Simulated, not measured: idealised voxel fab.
This section sets out a process module, namely voxel self aligned contacts.
It is cross-section cut that appears here, measuring 220 nm in width, its square cells being 5 nm in size.
Cross-sections here: square-cell grids, written as top-down lists of bands, a band being one or more rows of cells. In this notation a band is specified by the heights of its top and bottom, in that order and in nm, after which its materials appear from left to right, each paired with its width in nm. The word "all across" attached to a single material means that material fills the band from edge to edge; the word "air" stands for empty space. It should be noted that heights are counted from 0, beneath which the wafer as supplied is of one material throughout, and that the lowest band possesses no lower boundary but continues downward, as written in "0..down". Read "30..40" as a graded width: first number on top, second number at the bottom, same change between each pair of neighbouring rows. Step note "no change" = no cross-section cell changed. "Enclosed internal cavities" enumerates empty spaces isolated from the top, with no open way to it, that contain at least 8 cells, giving each as width x height at distance from the left edge, all three in nm. after a step's settings: what the simulator itself notes on the step. Regarding "overlay nm": on a step with a mask, it is the distance the mask lay to the right of its planned place; a negative value places it to the left.
**Process steps - plan**
1: RECEIVE with material Si
2: CONFORMAL_DEP with material SiO2, thk nm 5
3: DIRECTIONAL_DEP with material polySi, thk nm 25
4: DIRECTIONAL_DEP with material SiN, thk nm 15
5: MASKED_ETCH with tone cover, mask id GATE, width nm 35, pitch nm 70, etch materials SiN, depth nm 15, overlay nm 0
6: MASKED_ETCH with tone cover, mask id GATE, width nm 35, pitch nm 70, etch materials polySi, depth nm 25, overlay nm 0
7: CONFORMAL_DEP with material SiN, thk nm 5
8: DIRECTIONAL_ETCH with etch materials SiN, depth nm 5
9: FILL_DEP with material SiO2, thk nm 10
10: CMP with height nm 50
11: PATTERN with tone open, mask id CONTACT, material resist, width nm 45, thk nm 15, overlay nm 0
12: DIRECTIONAL_ETCH with etch materials SiO2, depth nm 50
13: STRIP with etch materials resist
14: CONFORMAL_DEP with material TiN, thk nm 5
15: FILL_DEP with material Ru, thk nm 10
16: CMP with height nm 50
17: CONFORMAL_DEP with material SiN, thk nm 5
**as received, after step 1**
* 0..down  Si all across
* Enclosed internal cavities: none
**Wafer at module end, in section. Began as above, planned as above, run with one mistake**
* 55..50  TiN all across
* 50..45  85 of SiO2, 15 of TiN, 15 of Ru, 15 of TiN, 90 of SiO2
* 45..30  50 of SiO2, 45 of SiN, 5 of TiN, 15 of Ru, 5 of TiN, 45 of SiN, 55 of SiO2
* 30..5  50 of SiO2, 5 of SiN, 35 of polySi, 5 of SiN, 5 of TiN, 15 of Ru, 5 of TiN, 5 of SiN, 35 of polySi, 5 of SiN, 55 of SiO2
* 5..0  95 of SiO2, 25 of TiN, 100 of SiO2
* 0..down  Si all across
* Enclosed internal cavities: none
Deviation from plan: step 17 ran as: CONFORMAL_DEP with material TiN, thk nm 5
